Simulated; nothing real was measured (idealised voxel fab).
The following process module bears the name voxel self aligned vias.
Square cell edge 5 nm, section width 205 nm, ID cut.
Heads up, the way a cross-section reads in here is a grid of square cells, handed over as bands from the top down, with every band being one or more rows of cells.
The band entry comprises the height of the band's top followed by the height of its bottom, expressed in nm, and subsequently the band's materials from left to right, each stated together with its width in nm. Where a single material is marked with the word "full width", that material fills the band from edge to edge. The word "empty" represents empty space.
Zero point of the height axis is 0; under it, received wafer = one material. Lowest band: continues down indefinitely, "0 down".
Per-row width for "30..40": begins at first number (top row of band), ends at second number (bottom row), increment between rows held constant.
You'll sometimes find "no change occurred" written for a step, and that's the way of saying that nowhere in the cross-section did a cell change during that step.
Reported under the label "Sealed voids" are the empty spaces having no open way to the top and comprising 8 cells or more; the notation for each is width x height at distance, in which the distance is measured from the left edge and all three values are in nm.
That trailing text on a step's line, after the settings, is the simulator's own remark on the step.
overlay nm: step with mask; distance mask lay right of planned place; negative value = left of planned place.
From here on the document is pairs. In a pair, the cross-section before one process step comes with the cross-section after it, and the latter goes no deeper than the lowest band that changed. What lies in between, the step and its settings, is written under the pair. A pair may be from a different run of this module on the same starting wafer than the pair above it, so it continues from that pair only where its entry headed "Prior to processing" says so.
**Prior to processing**
    0 down | Si full width
    Sealed voids: none
**Post-Step Cross-Section**
    10 to 0 | SiO2 full width
    Beneath the level 0, the cross-section is identical to its previous state.
    Sealed voids: none
Step applied between the pre-step and post-step cross-sections shown above: op CONFORMAL_DEP | material SiO2 | thk nm 10
Prior to processing: The prior state of this step coincides with the post-step cross-section of the pair just above.
**Post-Step Cross-Section**
    15 to 10 | SiCN full width
    Beneath the level 10, the cross-section is identical to its previous state.
    Sealed voids: none
Step applied between the pre-step and post-step cross-sections shown above: op CONFORMAL_DEP | material SiCN | thk nm 5
Prior to processing: The prior state of this step coincides with the post-step cross-section of the pair just above.
**Post-Step Cross-Section**
    45 to 15 | lowk full width
    Beneath the level 15, the cross-section is identical to its previous state.
    Sealed voids: none
Step applied between the pre-step and post-step cross-sections shown above: op DIRECTIONAL_DEP | material lowk | thk nm 30
Prior to processing: The prior state of this step coincides with the post-step cross-section of the pair just above.
**Post-Step Cross-Section**
    45 to 15 | 25 lowk / 20 empty / 45 lowk / 20 empty / 45 lowk / 20 empty / 30 lowk
    Beneath the level 15, the cross-section is identical to its previous state.
    Sealed voids: none
Step applied between the pre-step and post-step cross-sections shown above: op MASKED_ETCH | tone open | mask id LINES | width nm 20 | pitch nm 65 | etch materials lowk | depth nm 30 | overlay nm 0
Prior to processing: The prior state of this step coincides with the post-step cross-section of the pair just above.
**Post-Step Cross-Section**
    50 to 45 | 30 TiN / 10 empty / 55 TiN / 10 empty / 55 TiN / 10 empty / 35 TiN
    45 to 20 | 25 lowk / 5 TiN / 10 empty / 5 TiN / 45 lowk / 5 TiN / 10 empty / 5 TiN / 45 lowk / 5 TiN / 10 empty / 5 TiN / 30 lowk
    20 to 15 | 25 lowk / 20 TiN / 45 lowk / 20 TiN / 45 lowk / 20 TiN / 30 lowk
    Beneath the level 15, the cross-section is identical to its previous state.
    Sealed voids: none
Step applied between the pre-step and post-step cross-sections shown above: op CONFORMAL_DEP | material TiN | thk nm 5
Prior to processing: The prior state of this step coincides with the post-step cross-section of the pair just above.
**Post-Step Cross-Section**
    55 to 50 | W full width
    50 to 45 | 30 TiN / 10 W / 55 TiN / 10 W / 55 TiN / 10 W / 35 TiN
    45 to 20 | 25 lowk / 5 TiN / 10 W / 5 TiN / 45 lowk / 5 TiN / 10 W / 5 TiN / 45 lowk / 5 TiN / 10 W / 5 TiN / 30 lowk
    Beneath the level 20, the cross-section is identical to its previous state.
    Sealed voids: none
Step applied between the pre-step and post-step cross-sections shown above: op FILL_DEP | material W | thk nm 5
Prior to processing: The prior state of this step coincides with the post-step cross-section of the pair just above.
**Post-Step Cross-Section**
    45 to 20 | 25 lowk / 5 TiN / 10 W / 5 TiN / 45 lowk / 5 TiN / 10 W / 5 TiN / 45 lowk / 5 TiN / 10 W / 5 TiN / 30 lowk
    Beneath the level 20, the cross-section is identical to its previous state.
    Sealed voids: none
Step applied between the pre-step and post-step cross-sections shown above: op CMP | height nm 45
Prior to processing: The prior state of this step coincides with the post-step cross-section of the pair just above.
**Post-Step Cross-Section**
    45 to 40 | 25 lowk / 20 empty / 45 lowk / 20 empty / 45 lowk / 20 empty / 30 lowk
    Beneath the level 40, the cross-section is identical to its previous state.
    Sealed voids: none
Step applied between the pre-step and post-step cross-sections shown above: op SELECTIVE_ETCH | etch materials W Ru TiN | depth nm 5
Prior to processing: The prior state of this step coincides with the post-step cross-section of the pair just above.
**Post-Step Cross-Section**
    50 to 45 | SiN full width
    45 to 40 | 25 lowk / 20 SiN / 45 lowk / 20 SiN / 45 lowk / 20 SiN / 30 lowk
    Beneath the level 40, the cross-section is identical to its previous state.
    Sealed voids: none
Step applied between the pre-step and post-step cross-sections shown above: op FILL_DEP | material SiN | thk nm 5
Prior to processing: The prior state of this step coincides with the post-step cross-section of the pair just above.
**Post-Step Cross-Section**
    45 to 40 | 25 lowk / 20 SiN / 45 lowk / 20 SiN / 45 lowk / 20 SiN / 30 lowk
    Beneath the level 40, the cross-section is identical to its previous state.
    Sealed voids: none
Step applied between the pre-step and post-step cross-sections shown above: op CMP | height nm 45
Prior to processing: The prior state of this step coincides with the post-step cross-section of the pair just above.
**Post-Step Cross-Section**
    60 to 45 | lowk full width
    Beneath the level 45, the cross-section is identical to its previous state.
    Sealed voids: none
Step applied between the pre-step and post-step cross-sections shown above: op DIRECTIONAL_DEP | material lowk | thk nm 15
Prior to processing: The prior state of this step coincides with the post-step cross-section of the pair just above.
**Post-Step Cross-Section**
    80 to 60 | 15 resist / 40 empty / 25 resist / 40 empty / 25 resist / 40 empty / 20 resist
    Beneath the level 60, the cross-section is identical to its previous state.
    Sealed voids: none
Step applied between the pre-step and post-step cross-sections shown above: op PATTERN | tone open | mask id VIAS | material resist | width nm 40 | pitch nm 65 | thk nm 20 | overlay nm 0
Prior to processing: The prior state of this step coincides with the post-step cross-section of the pair just above.
**Post-Step Cross-Section**
    80 to 60 | 15 resist / 40 empty / 25 resist / 40 empty / 25 resist / 40 empty / 20 resist
    60 to 45 | 15 lowk / 40 empty / 25 lowk / 40 empty / 25 lowk / 40 empty / 20 lowk
    Beneath the level 45, the cross-section is identical to its previous state.
    Sealed voids: none
Step applied between the pre-step and post-step cross-sections shown above: op DIRECTIONAL_ETCH | etch materials lowk | depth nm 15
Prior to processing: The prior state of this step coincides with the post-step cross-section of the pair just above.
**Post-Step Cross-Section**
    80 to 60 | 15 resist / 40 empty / 25 resist / 40 empty / 25 resist / 40 empty / 20 resist
    60 to 45 | 15 lowk / 40 empty / 25 lowk / 40 empty / 25 lowk / 40 empty / 20 lowk
    45 to 40 | 25 lowk / 20 empty / 45 lowk / 20 empty / 45 lowk / 20 empty / 30 lowk
    Beneath the level 40, the cross-section is identical to its previous state.
    Sealed voids: none
Step applied between the pre-step and post-step cross-sections shown above: op DIRECTIONAL_ETCH | etch materials SiN | depth nm 5
Prior to processing: The prior state of this step coincides with the post-step cross-section of the pair just above.
**Post-Step Cross-Section**
    60 to 45 | 15 lowk / 40 empty / 25 lowk / 40 empty / 25 lowk / 40 empty / 20 lowk
    Beneath the level 45, the cross-section is identical to its previous state.
    Sealed voids: none
Step applied between the pre-step and post-step cross-sections shown above: op STRIP | etch materials resist
Prior to processing: The prior state of this step coincides with the post-step cross-section of the pair just above.
**Post-Step Cross-Section**
    65 to 60 | 20 TiN / 30 empty / 35 TiN / 30 empty / 35 TiN / 30 empty / 25 TiN
    60 to 50 | 15 lowk / 5 TiN / 30 empty / 5 TiN / 25 lowk / 5 TiN / 30 empty / 5 TiN / 25 lowk / 5 TiN / 30 empty / 5 TiN / 20 lowk
    50 to 45 | 15 lowk / 15 TiN / 10 empty / 15 TiN / 25 lowk / 15 TiN / 10 empty / 15 TiN / 25 lowk / 15 TiN / 10 empty / 15 TiN / 20 lowk
    45 to 40 | 25 lowk / 20 TiN / 45 lowk / 20 TiN / 45 lowk / 20 TiN / 30 lowk
    Beneath the level 40, the cross-section is identical to its previous state.
    Sealed voids: none
Step applied between the pre-step and post-step cross-sections shown above: op CONFORMAL_DEP | material TiN | thk nm 5
Prior to processing: The prior state of this step coincides with the post-step cross-section of the pair just above.
**Post-Step Cross-Section**
    75 to 65 | Cu full width
    65 to 60 | 20 TiN / 30 Cu / 35 TiN / 30 Cu / 35 TiN / 30 Cu / 25 TiN
    60 to 50 | 15 lowk / 5 TiN / 30 Cu / 5 TiN / 25 lowk / 5 TiN / 30 Cu / 5 TiN / 25 lowk / 5 TiN / 30 Cu / 5 TiN / 20 lowk
    50 to 45 | 15 lowk / 15 TiN / 10 Cu / 15 TiN / 25 lowk / 15 TiN / 10 Cu / 15 TiN / 25 lowk / 15 TiN / 10 Cu / 15 TiN / 20 lowk
    Beneath the level 45, the cross-section is identical to its previous state.
    Sealed voids: none
Step applied between the pre-step and post-step cross-sections shown above: op FILL_DEP | material Cu | thk nm 10
Prior to processing: The prior state of this step coincides with the post-step cross-section of the pair just above.
**Post-Step Cross-Section**
    60 to 50 | 15 lowk / 5 TiN / 30 Cu / 5 TiN / 25 lowk / 5 TiN / 30 Cu / 5 TiN / 25 lowk / 5 TiN / 30 Cu / 5 TiN / 20 lowk
    Beneath the level 50, the cross-section is identical to its previous state.
    Sealed voids: none
Step applied between the pre-step and post-step cross-sections shown above: op CMP | height nm 60
Prior to processing: The prior state of this step coincides with the post-step cross-section of the pair just above.
**Post-Step Cross-Section**
    65 to 60 | SiCN full width
    Beneath the level 60, the cross-section is identical to its previous state.
    Sealed voids: none
Step applied between the pre-step and post-step cross-sections shown above: op CONFORMAL_DEP | material SiCN | thk nm 5
**Prior to processing**
    0 down | Si full width
    Sealed voids: none
**Post-Step Cross-Section**
    5 to 0 | SiCN full width
    Beneath the level 0, the cross-section is identical to its previous state.
    Sealed voids: none
Step applied between the pre-step and post-step cross-sections shown above: op CONFORMAL_DEP | material SiCN | thk nm 5
Prior to processing: The prior state of this step coincides with the post-step cross-section of the pair just above.
**Post-Step Cross-Section**
    35 to 5 | lowk full width
    Beneath the level 5, the cross-section is identical to its previous state.
    Sealed voids: none
Step applied between the pre-step and post-step cross-sections shown above: op DIRECTIONAL_DEP | material lowk | thk nm 30
Prior to processing: The prior state of this step coincides with the post-step cross-section of the pair just above.
**Post-Step Cross-Section**
    35 to 5 | 25 lowk / 20 empty / 45 lowk / 20 empty / 45 lowk / 20 empty / 30 lowk
    Beneath the level 5, the cross-section is identical to its previous state.
    Sealed voids: none
Step applied between the pre-step and post-step cross-sections shown above: op MASKED_ETCH | tone open | mask id LINES | width nm 20 | pitch nm 65 | etch materials lowk | depth nm 30 | overlay nm 0
Prior to processing: The prior state of this step coincides with the post-step cross-section of the pair just above.
**Post-Step Cross-Section**
    40 to 35 | 30 TiN / 10 empty / 55 TiN / 10 empty / 55 TiN / 10 empty / 35 TiN
    35 to 10 | 25 lowk / 5 TiN / 10 empty / 5 TiN / 45 lowk / 5 TiN / 10 empty / 5 TiN / 45 lowk / 5 TiN / 10 empty / 5 TiN / 30 lowk
    10 to 5 | 25 lowk / 20 TiN / 45 lowk / 20 TiN / 45 lowk / 20 TiN / 30 lowk
    Beneath the level 5, the cross-section is identical to its previous state.
    Sealed voids: none
Step applied between the pre-step and post-step cross-sections shown above: op CONFORMAL_DEP | material TiN | thk nm 5
Prior to processing: The prior state of this step coincides with the post-step cross-section of the pair just above.
**Post-Step Cross-Section**
    45 to 40 | W full width
    40 to 35 | 30 TiN / 10 W / 55 TiN / 10 W / 55 TiN / 10 W / 35 TiN
    35 to 10 | 25 lowk / 5 TiN / 10 W / 5 TiN / 45 lowk / 5 TiN / 10 W / 5 TiN / 45 lowk / 5 TiN / 10 W / 5 TiN / 30 lowk
    Beneath the level 10, the cross-section is identical to its previous state.
    Sealed voids: none
Step applied between the pre-step and post-step cross-sections shown above: op FILL_DEP | material W | thk nm 5
Prior to processing: The prior state of this step coincides with the post-step cross-section of the pair just above.
**Post-Step Cross-Section**
    40 to 35 | 30 TiN / 10 W / 55 TiN / 10 W / 55 TiN / 10 W / 35 TiN
    Beneath the level 35, the cross-section is identical to its previous state.
    Sealed voids: none
Step applied between the pre-step and post-step cross-sections shown above: op SELECTIVE_ETCH | etch materials W Ru TiN | depth nm 5
Prior to processing: The prior state of this step coincides with the post-step cross-section of the pair just above.
**Post-Step Cross-Section**
    45 to 40 | SiN full width
    Beneath the level 40, the cross-section is identical to its previous state.
    Sealed voids: none
Step applied between the pre-step and post-step cross-sections shown above: op FILL_DEP | material SiN | thk nm 5
Prior to processing: The prior state of this step coincides with the post-step cross-section of the pair just above.
**Post-Step Cross-Section**
    60 to 45 | lowk full width
    Beneath the level 45, the cross-section is identical to its previous state.
    Sealed voids: none
Step applied between the pre-step and post-step cross-sections shown above: op DIRECTIONAL_DEP | material lowk | thk nm 15
Prior to processing: The prior state of this step coincides with the post-step cross-section of the pair just above.
**Post-Step Cross-Section**
    80 to 60 | 15 resist / 40 empty / 25 resist / 40 empty / 25 resist / 40 empty / 20 resist
    Beneath the level 60, the cross-section is identical to its previous state.
    Sealed voids: none
Step applied between the pre-step and post-step cross-sections shown above: op PATTERN | tone open | mask id VIAS | material resist | width nm 40 | pitch nm 65 | thk nm 20 | overlay nm 0
Prior to processing: The prior state of this step coincides with the post-step cross-section of the pair just above.
**Post-Step Cross-Section**
    80 to 60 | 15 resist / 40 empty / 25 resist / 40 empty / 25 resist / 40 empty / 20 resist
    60 to 45 | 15 lowk / 40 empty / 25 lowk / 40 empty / 25 lowk / 40 empty / 20 lowk
    Beneath the level 45, the cross-section is identical to its previous state.
    Sealed voids: none
Step applied between the pre-step and post-step cross-sections shown above: op DIRECTIONAL_ETCH | etch materials lowk | depth nm 15
Prior to processing: The prior state of this step coincides with the post-step cross-section of the pair just above.
**Post-Step Cross-Section**
    80 to 60 | 15 resist / 40 empty / 25 resist / 40 empty / 25 resist / 40 empty / 20 resist
    60 to 45 | 15 lowk / 40 empty / 25 lowk / 40 empty / 25 lowk / 40 empty / 20 lowk
    45 to 40 | 15 SiN / 40 empty / 25 SiN / 40 empty / 25 SiN / 40 empty / 20 SiN
    Beneath the level 40, the cross-section is identical to its previous state.
    Sealed voids: none
Step applied between the pre-step and post-step cross-sections shown above: op DIRECTIONAL_ETCH | etch materials SiN | depth nm 5
Prior to processing: The prior state of this step coincides with the post-step cross-section of the pair just above.
**Post-Step Cross-Section**
    60 to 45 | 15 lowk / 40 empty / 25 lowk / 40 empty / 25 lowk / 40 empty / 20 lowk
    Beneath the level 45, the cross-section is identical to its previous state.
    Sealed voids: none
Step applied between the pre-step and post-step cross-sections shown above: op STRIP | etch materials resist
Prior to processing: The prior state of this step coincides with the post-step cross-section of the pair just above.
**Post-Step Cross-Section**
    65 to 60 | 20 TiN / 30 empty / 35 TiN / 30 empty / 35 TiN / 30 empty / 25 TiN
    60 to 45 | 15 lowk / 5 TiN / 30 empty / 5 TiN / 25 lowk / 5 TiN / 30 empty / 5 TiN / 25 lowk / 5 TiN / 30 empty / 5 TiN / 20 lowk
    45 to 40 | 15 SiN / 40 TiN / 25 SiN / 40 TiN / 25 SiN / 40 TiN / 20 SiN
    Beneath the level 40, the cross-section is identical to its previous state.
    Sealed voids: none
Step applied between the pre-step and post-step cross-sections shown above: op CONFORMAL_DEP | material TiN | thk nm 5
Prior to processing: The prior state of this step coincides with the post-step cross-section of the pair just above.
**Post-Step Cross-Section**
    75 to 65 | Cu full width
    65 to 60 | 20 TiN / 30 Cu / 35 TiN / 30 Cu / 35 TiN / 30 Cu / 25 TiN
    60 to 45 | 15 lowk / 5 TiN / 30 Cu / 5 TiN / 25 lowk / 5 TiN / 30 Cu / 5 TiN / 25 lowk / 5 TiN / 30 Cu / 5 TiN / 20 lowk
    Beneath the level 45, the cross-section is identical to its previous state.
    Sealed voids: none
Step applied between the pre-step and post-step cross-sections shown above: op FILL_DEP | material Cu | thk nm 10
Prior to processing: The prior state of this step coincides with the post-step cross-section of the pair just above.
**Post-Step Cross-Section**
    60 to 45 | 15 lowk / 5 TiN / 30 Cu / 5 TiN / 25 lowk / 5 TiN / 30 Cu / 5 TiN / 25 lowk / 5 TiN / 30 Cu / 5 TiN / 20 lowk
    Beneath the level 45, the cross-section is identical to its previous state.
    Sealed voids: none
Step applied between the pre-step and post-step cross-sections shown above: op CMP | height nm 60
Prior to processing: The prior state of this step coincides with the post-step cross-section of the pair just above.
**Post-Step Cross-Section**
    65 to 60 | SiCN full width
    Beneath the level 60, the cross-section is identical to its previous state.
    Sealed voids: none
Step applied between the pre-step and post-step cross-sections shown above: op CONFORMAL_DEP | material SiCN | thk nm 5
**Prior to processing**
    80 to 60 | 15 resist / 40 empty / 25 resist / 40 empty / 25 resist / 40 empty / 20 resist
    60 to 45 | 15 lowk / 40 empty / 25 lowk / 40 empty / 25 lowk / 40 empty / 20 lowk
    45 to 40 | 25 lowk / 20 SiN / 45 lowk / 20 SiN / 45 lowk / 20 SiN / 30 lowk
    40 to 20 | 25 lowk / 5 TiN / 10 W / 5 TiN / 45 lowk / 5 TiN / 10 W / 5 TiN / 45 lowk / 5 TiN / 10 W / 5 TiN / 30 lowk
    20 to 15 | 25 lowk / 20 TiN / 45 lowk / 20 TiN / 45 lowk / 20 TiN / 30 lowk
    15 to 10 | SiCN full width
    10 to 0 | SiO2 full width
    0 down | Si full width
    Sealed voids: none
**Post-Step Cross-Section**
    80 to 60 | 15 resist / 40 empty / 25 resist / 40 empty / 25 resist / 40 empty / 20 resist
    60 to 45 | 15 lowk / 40 empty / 25 lowk / 40 empty / 25 lowk / 40 empty / 20 lowk
    45 to 40 | 15 lowk / 10 empty / 20 SiN / 10 empty / 25 lowk / 10 empty / 20 SiN / 10 empty / 25 lowk / 10 empty / 20 SiN / 10 empty / 20 lowk
    40 to 30 | 15 lowk / 10 empty / 5 TiN / 10 W / 5 TiN / 10 empty / 25 lowk / 10 empty / 5 TiN / 10 W / 5 TiN / 10 empty / 25 lowk / 10 empty / 5 TiN / 10 W / 5 TiN / 10 empty / 20 lowk
    Beneath the level 30, the cross-section is identical to its previous state.
    Sealed voids: none
Step applied between the pre-step and post-step cross-sections shown above: op DIRECTIONAL_ETCH | etch materials lowk | depth nm 15
Prior to processing: The prior state of this step coincides with the post-step cross-section of the pair just above.
**Post-Step Cross-Section**
    80 to 60 | 15 resist / 40 empty / 25 resist / 40 empty / 25 resist / 40 empty / 20 resist
    60 to 40 | 15 lowk / 40 empty / 25 lowk / 40 empty / 25 lowk / 40 empty / 20 lowk
    Beneath the level 40, the cross-section is identical to its previous state.
    Sealed voids: none
Step applied between the pre-step and post-step cross-sections shown above: op DIRECTIONAL_ETCH | etch materials SiN | depth nm 5
Prior to processing: The prior state of this step coincides with the post-step cross-section of the pair just above.
**Post-Step Cross-Section**
    60 to 40 | 15 lowk / 40 empty / 25 lowk / 40 empty / 25 lowk / 40 empty / 20 lowk
    Beneath the level 40, the cross-section is identical to its previous state.
    Sealed voids: none
Step applied between the pre-step and post-step cross-sections shown above: op STRIP | etch materials resist
Prior to processing: The prior state of this step coincides with the post-step cross-section of the pair just above.
**Post-Step Cross-Section**
    65 to 60 | 20 TiN / 30 empty / 35 TiN / 30 empty / 35 TiN / 30 empty / 25 TiN
    60 to 45 | 15 lowk / 5 TiN / 30 empty / 5 TiN / 25 lowk / 5 TiN / 30 empty / 5 TiN / 25 lowk / 5 TiN / 30 empty / 5 TiN / 20 lowk
    45 to 40 | 15 lowk / 40 TiN / 25 lowk / 40 TiN / 25 lowk / 40 TiN / 20 lowk
    40 to 30 | 15 lowk / 15 TiN / 10 W / 15 TiN / 25 lowk / 15 TiN / 10 W / 15 TiN / 25 lowk / 15 TiN / 10 W / 15 TiN / 20 lowk
    Beneath the level 30, the cross-section is identical to its previous state.
    Sealed voids: none
Step applied between the pre-step and post-step cross-sections shown above: op CONFORMAL_DEP | material TiN | thk nm 5
Prior to processing: The prior state of this step coincides with the post-step cross-section of the pair just above.
**Post-Step Cross-Section**
    75 to 65 | Cu full width
    65 to 60 | 20 TiN / 30 Cu / 35 TiN / 30 Cu / 35 TiN / 30 Cu / 25 TiN
    60 to 45 | 15 lowk / 5 TiN / 30 Cu / 5 TiN / 25 lowk / 5 TiN / 30 Cu / 5 TiN / 25 lowk / 5 TiN / 30 Cu / 5 TiN / 20 lowk
    Beneath the level 45, the cross-section is identical to its previous state.
    Sealed voids: none
Step applied between the pre-step and post-step cross-sections shown above: op FILL_DEP | material Cu | thk nm 10
Prior to processing: The prior state of this step coincides with the post-step cross-section of the pair just above.
**Post-Step Cross-Section**
    60 to 45 | 15 lowk / 5 TiN / 30 Cu / 5 TiN / 25 lowk / 5 TiN / 30 Cu / 5 TiN / 25 lowk / 5 TiN / 30 Cu / 5 TiN / 20 lowk
    Beneath the level 45, the cross-section is identical to its previous state.
    Sealed voids: none
Step applied between the pre-step and post-step cross-sections shown above: op CMP | height nm 60
Prior to processing: The prior state of this step coincides with the post-step cross-section of the pair just above.
**Post-Step Cross-Section**
    65 to 60 | SiCN full width
    Beneath the level 60, the cross-section is identical to its previous state.
    Sealed voids: none
Step applied between the pre-step and post-step cross-sections shown above: op CONFORMAL_DEP | material SiCN | thk nm 5
**Prior to processing**
    10 to 0 | SiO2 full width
    0 down | Si full width
    Sealed voids: none
**Post-Step Cross-Section**
    40 to 10 | lowk full width
    Beneath the level 10, the cross-section is identical to its previous state.
    Sealed voids: none
Step applied between the pre-step and post-step cross-sections shown above: op DIRECTIONAL_DEP | material lowk | thk nm 30
Prior to processing: The prior state of this step coincides with the post-step cross-section of the pair just above.
**Post-Step Cross-Section**
    45 to 40 | SiCN full width
    Beneath the level 40, the cross-section is identical to its previous state.
    Sealed voids: none
Step applied between the pre-step and post-step cross-sections shown above: op CONFORMAL_DEP | material SiCN | thk nm 5
Prior to processing: The prior state of this step coincides with the post-step cross-section of the pair just above.
**Post-Step Cross-Section**
    50 to 45 | TiN full width
    Beneath the level 45, the cross-section is identical to its previous state.
    Sealed voids: none
Step applied between the pre-step and post-step cross-sections shown above: op CONFORMAL_DEP | material TiN | thk nm 5
Prior to processing: The prior state of this step coincides with the post-step cross-section of the pair just above.
**Post-Step Cross-Section**
    55 to 50 | W full width
    Beneath the level 50, the cross-section is identical to its previous state.
    Sealed voids: none
Step applied between the pre-step and post-step cross-sections shown above: op FILL_DEP | material W | thk nm 5
Prior to processing: The prior state of this step coincides with the post-step cross-section of the pair just above.
**Post-Step Cross-Section**
    45 to 40 | SiCN full width
    Beneath the level 40, the cross-section is identical to its previous state.
    Sealed voids: none
Step applied between the pre-step and post-step cross-sections shown above: op CMP | height nm 45
Prior to processing: The prior state of this step coincides with the post-step cross-section of the pair just above.
**Post-Step Cross-Section**
    50 to 45 | SiN full width
    Beneath the level 45, the cross-section is identical to its previous state.
    Sealed voids: none
Step applied between the pre-step and post-step cross-sections shown above: op FILL_DEP | material SiN | thk nm 5
Prior to processing: The prior state of this step coincides with the post-step cross-section of the pair just above.
**Post-Step Cross-Section**
    45 to 40 | SiCN full width
    Beneath the level 40, the cross-section is identical to its previous state.
    Sealed voids: none
Step applied between the pre-step and post-step cross-sections shown above: op CMP | height nm 45
Prior to processing: The prior state of this step coincides with the post-step cross-section of the pair just above.
**Post-Step Cross-Section**
    60 to 45 | lowk full width
    Beneath the level 45, the cross-section is identical to its previous state.
    Sealed voids: none
Step applied between the pre-step and post-step cross-sections shown above: op DIRECTIONAL_DEP | material lowk | thk nm 15
Prior to processing: The prior state of this step coincides with the post-step cross-section of the pair just above.
**Post-Step Cross-Section**
    80 to 60 | 15 resist / 40 empty / 25 resist / 40 empty / 25 resist / 40 empty / 20 resist
    Beneath the level 60, the cross-section is identical to its previous state.
    Sealed voids: none
Step applied between the pre-step and post-step cross-sections shown above: op PATTERN | tone open | mask id VIAS | material resist | width nm 40 | pitch nm 65 | thk nm 20 | overlay nm 0
Prior to processing: The prior state of this step coincides with the post-step cross-section of the pair just above.
**Post-Step Cross-Section**
    80 to 60 | 15 resist / 40 empty / 25 resist / 40 empty / 25 resist / 40 empty / 20 resist
    60 to 45 | 15 lowk / 40 empty / 25 lowk / 40 empty / 25 lowk / 40 empty / 20 lowk
    Beneath the level 45, the cross-section is identical to its previous state.
    Sealed voids: none
Step applied between the pre-step and post-step cross-sections shown above: op DIRECTIONAL_ETCH | etch materials lowk | depth nm 15
Prior to processing: The prior state of this step coincides with the post-step cross-section of the pair just above.
**Post-Step Cross-Section**
    60 to 45 | 15 lowk / 40 empty / 25 lowk / 40 empty / 25 lowk / 40 empty / 20 lowk
    Beneath the level 45, the cross-section is identical to its previous state.
    Sealed voids: none
Step applied between the pre-step and post-step cross-sections shown above: op STRIP | etch materials resist
Prior to processing: The prior state of this step coincides with the post-step cross-section of the pair just above.
**Post-Step Cross-Section**
    65 to 60 | 20 TiN / 30 empty / 35 TiN / 30 empty / 35 TiN / 30 empty / 25 TiN
    60 to 50 | 15 lowk / 5 TiN / 30 empty / 5 TiN / 25 lowk / 5 TiN / 30 empty / 5 TiN / 25 lowk / 5 TiN / 30 empty / 5 TiN / 20 lowk
    50 to 45 | 15 lowk / 40 TiN / 25 lowk / 40 TiN / 25 lowk / 40 TiN / 20 lowk
    Beneath the level 45, the cross-section is identical to its previous state.
    Sealed voids: none
Step applied between the pre-step and post-step cross-sections shown above: op CONFORMAL_DEP | material TiN | thk nm 5
Prior to processing: The prior state of this step coincides with the post-step cross-section of the pair just above.
**Post-Step Cross-Section**
    75 to 65 | Cu full width
    65 to 60 | 20 TiN / 30 Cu / 35 TiN / 30 Cu / 35 TiN / 30 Cu / 25 TiN
    60 to 50 | 15 lowk / 5 TiN / 30 Cu / 5 TiN / 25 lowk / 5 TiN / 30 Cu / 5 TiN / 25 lowk / 5 TiN / 30 Cu / 5 TiN / 20 lowk
    Beneath the level 50, the cross-section is identical to its previous state.
    Sealed voids: none
Step applied between the pre-step and post-step cross-sections shown above: op FILL_DEP | material Cu | thk nm 10
Prior to processing: The prior state of this step coincides with the post-step cross-section of the pair just above.
**Post-Step Cross-Section**
    60 to 50 | 15 lowk / 5 TiN / 30 Cu / 5 TiN / 25 lowk / 5 TiN / 30 Cu / 5 TiN / 25 lowk / 5 TiN / 30 Cu / 5 TiN / 20 lowk
    Beneath the level 50, the cross-section is identical to its previous state.
    Sealed voids: none
Step applied between the pre-step and post-step cross-sections shown above: op CMP | height nm 60
Prior to processing: The prior state of this step coincides with the post-step cross-section of the pair just above.
**Post-Step Cross-Section**
    65 to 60 | SiCN full width
    Beneath the level 60, the cross-section is identical to its previous state.
    Sealed voids: none
Step applied between the pre-step and post-step cross-sections shown above: op CONFORMAL_DEP | material SiCN | thk nm 5
**Prior to processing**
    45 to 40 | 25 lowk / 20 SiN / 45 lowk / 20 SiN / 45 lowk / 20 SiN / 30 lowk
    40 to 20 | 25 lowk / 5 TiN / 10 W / 5 TiN / 45 lowk / 5 TiN / 10 W / 5 TiN / 45 lowk / 5 TiN / 10 W / 5 TiN / 30 lowk
    20 to 15 | 25 lowk / 20 TiN / 45 lowk / 20 TiN / 45 lowk / 20 TiN / 30 lowk
    15 to 10 | SiCN full width
    10 to 0 | SiO2 full width
    0 down | Si full width
    Sealed voids: none
**Post-Step Cross-Section**
    50 to 45 | lowk full width
    Beneath the level 45, the cross-section is identical to its previous state.
    Sealed voids: none
Step applied between the pre-step and post-step cross-sections shown above: op DIRECTIONAL_DEP | material lowk | thk nm 5
Prior to processing: The prior state of this step coincides with the post-step cross-section of the pair just above.
**Post-Step Cross-Section**
    70 to 50 | 15 resist / 40 empty / 25 resist / 40 empty / 25 resist / 40 empty / 20 resist
    Beneath the level 50, the cross-section is identical to its previous state.
    Sealed voids: none
Step applied between the pre-step and post-step cross-sections shown above: op PATTERN | tone open | mask id VIAS | material resist | width nm 40 | pitch nm 65 | thk nm 20 | overlay nm 0
Prior to processing: The prior state of this step coincides with the post-step cross-section of the pair just above.
**Post-Step Cross-Section**
    70 to 50 | 15 resist / 40 empty / 25 resist / 40 empty / 25 resist / 40 empty / 20 resist
    50 to 45 | 15 lowk / 40 empty / 25 lowk / 40 empty / 25 lowk / 40 empty / 20 lowk
    45 to 40 | 15 lowk / 10 empty / 20 SiN / 10 empty / 25 lowk / 10 empty / 20 SiN / 10 empty / 25 lowk / 10 empty / 20 SiN / 10 empty / 20 lowk
    40 to 35 | 15 lowk / 10 empty / 5 TiN / 10 W / 5 TiN / 10 empty / 25 lowk / 10 empty / 5 TiN / 10 W / 5 TiN / 10 empty / 25 lowk / 10 empty / 5 TiN / 10 W / 5 TiN / 10 empty / 20 lowk
    Beneath the level 35, the cross-section is identical to its previous state.
    Sealed voids: none
Step applied between the pre-step and post-step cross-sections shown above: op DIRECTIONAL_ETCH | etch materials lowk | depth nm 15
Prior to processing: The prior state of this step coincides with the post-step cross-section of the pair just above.
**Post-Step Cross-Section**
    70 to 50 | 15 resist / 40 empty / 25 resist / 40 empty / 25 resist / 40 empty / 20 resist
    50 to 40 | 15 lowk / 40 empty / 25 lowk / 40 empty / 25 lowk / 40 empty / 20 lowk
    Beneath the level 40, the cross-section is identical to its previous state.
    Sealed voids: none
Step applied between the pre-step and post-step cross-sections shown above: op DIRECTIONAL_ETCH | etch materials SiN | depth nm 5
Prior to processing: The prior state of this step coincides with the post-step cross-section of the pair just above.
**Post-Step Cross-Section**
    50 to 40 | 15 lowk / 40 empty / 25 lowk / 40 empty / 25 lowk / 40 empty / 20 lowk
    Beneath the level 40, the cross-section is identical to its previous state.
    Sealed voids: none
Step applied between the pre-step and post-step cross-sections shown above: op STRIP | etch materials resist
